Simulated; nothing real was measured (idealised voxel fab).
process module | voxel capacitor over wiring
In the cross-section labelled cut, the width is 285 nm and each square cell is 5 nm.
A cross-section is a grid of square cells, given in bands from the top down. A band is one or more rows of cells. A band entry consists of two parts. The first gives the height of the band's top and the height of its bottom, in nm. The rest lists the band's materials from left to right, each with its width in nm. A single material labelled with the word "throughout" fills the band from edge to edge, and the word "blank" marks empty space. A quick word on heights: they are counted from 0, and under that level the wafer as it came to us is one material throughout. The lowest band is different from the rest in having no bottom; it simply continues downward, written as in "0 and below". Graded width ("30 to 40"): value in top row of band = first number; value in bottom row = second number; row-to-row change constant. Key: "nothing got changed" - step with no changed cell in the cross-section. The label "Fully closed voids" introduces a list of the empty spaces, 8 cells or larger, that have no open way up to the top; each entry in it reads width x height at distance, where the distance is taken from the left edge and all three are stated in nm. What comes after the settings on a step's line is commentary from the simulator itself on that step. "overlay nm" denotes, for a step that has a mask, the displacement of the mask to the right of its planned place, with negative values corresponding to the left.

# List of planned process steps
| 1 | RECEIVE, material Si |
| 2 | CONFORMAL_DEP, material SiO2, thk nm 15 |
| 3 | DIRECTIONAL_DEP, material TiN, thk nm 5 |
| 4 | DIRECTIONAL_DEP, material W, thk nm 25 |
| 5 | MASKED_ETCH, tone cover, mask id METAL_1, width nm 20, pitch nm 85, etch materials W, depth nm 25, overlay nm 0 |
| 6 | MASKED_ETCH, tone cover, mask id METAL_1, width nm 20, pitch nm 85, etch materials TiN, depth nm 5, overlay nm 0 |
| 7 | CONFORMAL_DEP, material SiCN, thk nm 5 |
| 8 | FILL_DEP, material SiO2, thk nm 5 |
| 9 | CMP, height nm 45 |
| 10 | CONFORMAL_DEP, material SiCN, thk nm 5 |
| 11 | DIRECTIONAL_DEP, material SiO2, thk nm 15 |
| 12 | PATTERN, tone open, mask id PLUG_1, material resist, width nm 15, thk nm 20, overlay nm 0 |
| 13 | DIRECTIONAL_ETCH, etch materials SiO2, depth nm 15 |
| 14 | DIRECTIONAL_ETCH, etch materials SiCN, depth nm 5 |
| 15 | STRIP, etch materials resist |
| 16 | EPI, material Ru, thk nm 10 |
| 17 | EPI, material Ru, thk nm 10 |
| 18 | DIRECTIONAL_DEP, material TiN, thk nm 5 |
| 19 | DIRECTIONAL_DEP, material SiN, thk nm 5 |
| 20 | DIRECTIONAL_DEP, material TiN, thk nm 5 |
| 21 | MASKED_ETCH, tone cover, mask id UPPER_PLATE, width nm 70, etch materials TiN, depth nm 5, overlay nm 0 |
| 22 | MASKED_ETCH, tone cover, mask id UPPER_PLATE, width nm 70, etch materials SiN, depth nm 5, overlay nm 0 |
| 23 | MASKED_ETCH, tone cover, mask id LOWER_PLATE, width nm 80, etch materials TiN, depth nm 5, overlay nm 0 |
| 24 | FILL_DEP, material SiO2, thk nm 20 |
| 25 | CMP, height nm 95 |
| 26 | PATTERN, tone open, mask id PLUG_2, material resist, width nm 15, thk nm 15, overlay nm 0 |
| 27 | DIRECTIONAL_ETCH, etch materials SiO2, depth nm 15 |
| 28 | STRIP, etch materials resist |
| 29 | CONFORMAL_DEP, material TiN, thk nm 5 |
| 30 | FILL_DEP, material Cu, thk nm 5 |
| 31 | CMP, height nm 95 |
| 32 | CONFORMAL_DEP, material SiN, thk nm 5 |

# Account of the first of two wafers, which was processed as intended

# Wafer cross-section on receipt, i.e. after step 1
	0 and below  Si throughout
	Fully closed voids: none

# Wafer xsec, post step 2
	15 down to 0  SiO2 throughout
	Below 0, no change.

# Wafer xsec, post step 3
	20 down to 15  TiN throughout
	Below 15, no change.

# Wafer xsec, post step 4
	45 down to 20  W throughout
	Below 20, no change.

# Wafer xsec, post step 5
	45 down to 20  blank (90) | W (20) | blank (65) | W (20) | blank (90)
	Below 20, no change.

# Wafer xsec, post step 6
	45 down to 20  blank (90) | W (20) | blank (65) | W (20) | blank (90)
	20 down to 15  blank (90) | TiN (20) | blank (65) | TiN (20) | blank (90)
	Below 15, no change.

# Wafer xsec, post step 7
	50 down to 45  blank (85) | SiCN (30) | blank (55) | SiCN (30) | blank (85)
	45 down to 20  blank (85) | SiCN (5) | W (20) | SiCN (5) | blank (55) | SiCN (5) | W (20) | SiCN (5) | blank (85)
	20 down to 15  SiCN (90) | TiN (20) | SiCN (65) | TiN (20) | SiCN (90)
	Below 15, no change.

# Wafer xsec, post step 8
	55 down to 50  SiO2 throughout
	50 down to 45  SiO2 (85) | SiCN (30) | SiO2 (55) | SiCN (30) | SiO2 (85)
	45 down to 20  SiO2 (85) | SiCN (5) | W (20) | SiCN (5) | SiO2 (55) | SiCN (5) | W (20) | SiCN (5) | SiO2 (85)
	Below 20, no change.

# Wafer xsec, post step 9
	45 down to 20  SiO2 (85) | SiCN (5) | W (20) | SiCN (5) | SiO2 (55) | SiCN (5) | W (20) | SiCN (5) | SiO2 (85)
	Below 20, no change.

# Wafer xsec, post step 10
	50 down to 45  SiCN throughout
	Below 45, no change.

# Wafer xsec, post step 11
	65 down to 50  SiO2 throughout
	Below 50, no change.

# Wafer xsec, post step 12
	85 down to 65  resist (95) | blank (15) | resist (175)
	Below 65, no change.

# Wafer xsec, post step 13
	85 down to 65  resist (95) | blank (15) | resist (175)
	65 down to 50  SiO2 (95) | blank (15) | SiO2 (175)
	Below 50, no change.

# Wafer xsec, post step 14
	85 down to 65  resist (95) | blank (15) | resist (175)
	65 down to 50  SiO2 (95) | blank (15) | SiO2 (175)
	50 down to 45  SiCN (95) | blank (15) | SiCN (175)
	Below 45, no change.

# Wafer xsec, post step 15
	65 down to 50  SiO2 (95) | blank (15) | SiO2 (175)
	Below 50, no change.

# Wafer xsec, post step 16
	65 down to 55  SiO2 (95) | blank (15) | SiO2 (175)
	55 down to 50  SiO2 (95) | Ru (15) | SiO2 (175)
	50 down to 45  SiCN (95) | Ru (15) | SiCN (175)
	Below 45, no change.

# Wafer xsec, post step 17
	65 down to 50  SiO2 (95) | Ru (15) | SiO2 (175)
	Below 50, no change.

# Wafer xsec, post step 18
	70 down to 65  TiN throughout
	Below 65, no change.

# Wafer xsec, post step 19
	75 down to 70  SiN throughout
	Below 70, no change.

# Wafer xsec, post step 20
	80 down to 75  TiN throughout
	Below 75, no change.

# Wafer xsec, post step 21
	80 down to 75  blank (95) | TiN (70) | blank (120)
	Below 75, no change.

# Wafer xsec, post step 22
	80 down to 75  blank (95) | TiN (70) | blank (120)
	75 down to 70  blank (95) | SiN (70) | blank (120)
	Below 70, no change.

# Wafer xsec, post step 23
	80 down to 75  blank (95) | TiN (70) | blank (120)
	75 down to 70  blank (95) | SiN (70) | blank (120)
	70 down to 65  blank (90) | TiN (80) | blank (115)
	Below 65, no change.

# Wafer xsec, post step 24
	100 down to 80  SiO2 throughout
	80 down to 75  SiO2 (95) | TiN (70) | SiO2 (120)
	75 down to 70  SiO2 (95) | SiN (70) | SiO2 (120)
	70 down to 65  SiO2 (90) | TiN (80) | SiO2 (115)
	Below 65, no change.

# Wafer xsec, post step 25
	95 down to 80  SiO2 throughout
	Below 80, no change.

# Wafer xsec, post step 26
	110 down to 95  resist (105) | blank (15) | resist (165)
	Below 95, no change.

# Wafer xsec, post step 27
	110 down to 95  resist (105) | blank (15) | resist (165)
	95 down to 80  SiO2 (105) | blank (15) | SiO2 (165)
	Below 80, no change.

# Wafer xsec, post step 28
	95 down to 80  SiO2 (105) | blank (15) | SiO2 (165)
	Below 80, no change.

# Wafer xsec, post step 29
	100 down to 95  TiN (110) | blank (5) | TiN (170)
	95 down to 85  SiO2 (105) | TiN (5) | blank (5) | TiN (5) | SiO2 (165)
	85 down to 75  SiO2 (105 to 95) | TiN (15 to 70) | SiO2 (165 to 120)
	Below 75, no change.

# Wafer xsec, post step 30
	105 down to 100  Cu throughout
	100 down to 95  TiN (110) | Cu (5) | TiN (170)
	95 down to 85  SiO2 (105) | TiN (5) | Cu (5) | TiN (5) | SiO2 (165)
	Below 85, no change.

# Wafer xsec, post step 31
	95 down to 85  SiO2 (105) | TiN (5) | Cu (5) | TiN (5) | SiO2 (165)
	Below 85, no change.

# Wafer xsec, post step 32
	100 down to 95  SiN throughout
	Below 95, no change.

# Wafer two of two - same starting point, same process plan, one mistake in execution; matches wafer one up to and including step 19

# Second wafer profile in section, at the moment step 20 of the plan was meant to be complete
	80 down to 75  W throughout
	Below 75, no change.

Second wafer profile in section, at the moment step 21 of the plan was meant to be complete: nothing got changed

Second wafer profile in section, at the moment step 22 of the plan was meant to be complete: nothing got changed

Second wafer profile in section, at the moment step 23 of the plan was meant to be complete: nothing got changed

# Second wafer profile in section, at the moment step 24 of the plan was meant to be complete
	100 down to 80  SiO2 throughout
	Below 80, no change.

# Second wafer profile in section, at the moment step 25 of the plan was meant to be complete
	95 down to 80  SiO2 throughout
	Below 80, no change.

# Second wafer profile in section, at the moment step 26 of the plan was meant to be complete
	110 down to 95  resist (105) | blank (15) | resist (165)
	Below 95, no change.

# Second wafer profile in section, at the moment step 27 of the plan was meant to be complete
	110 down to 95  resist (105) | blank (15) | resist (165)
	95 down to 80  SiO2 (105) | blank (15) | SiO2 (165)
	Below 80, no change.

# Second wafer profile in section, at the moment step 28 of the plan was meant to be complete
	95 down to 80  SiO2 (105) | blank (15) | SiO2 (165)
	Below 80, no change.

# Second wafer profile in section, at the moment step 29 of the plan was meant to be complete
	100 down to 95  TiN (110) | blank (5) | TiN (170)
	95 down to 85  SiO2 (105) | TiN (5) | blank (5) | TiN (5) | SiO2 (165)
	85 down to 80  SiO2 (105) | TiN (15) | SiO2 (165)
	Below 80, no change.

# Second wafer profile in section, at the moment step 30 of the plan was meant to be complete
	105 down to 100  Cu throughout
	100 down to 95  TiN (110) | Cu (5) | TiN (170)
	95 down to 85  SiO2 (105) | TiN (5) | Cu (5) | TiN (5) | SiO2 (165)
	Below 85, no change.

# Second wafer profile in section, at the moment step 31 of the plan was meant to be complete
	95 down to 85  SiO2 (105) | TiN (5) | Cu (5) | TiN (5) | SiO2 (165)
	Below 85, no change.

# Second wafer profile in section, at the moment step 32 of the plan was meant to be complete
	100 down to 95  SiN throughout
	Below 95, no change.
What was the processing mistake? note that step 20 departed from the planned setting and was carried out as DIRECTIONAL_DEP, material W, thk nm 5
Final tally in cells, some materials are higher or lower on the second wafer than on the first: 43 more of SiN, 127 fewer of SiO2, 27 more of TiN, 57 more of W
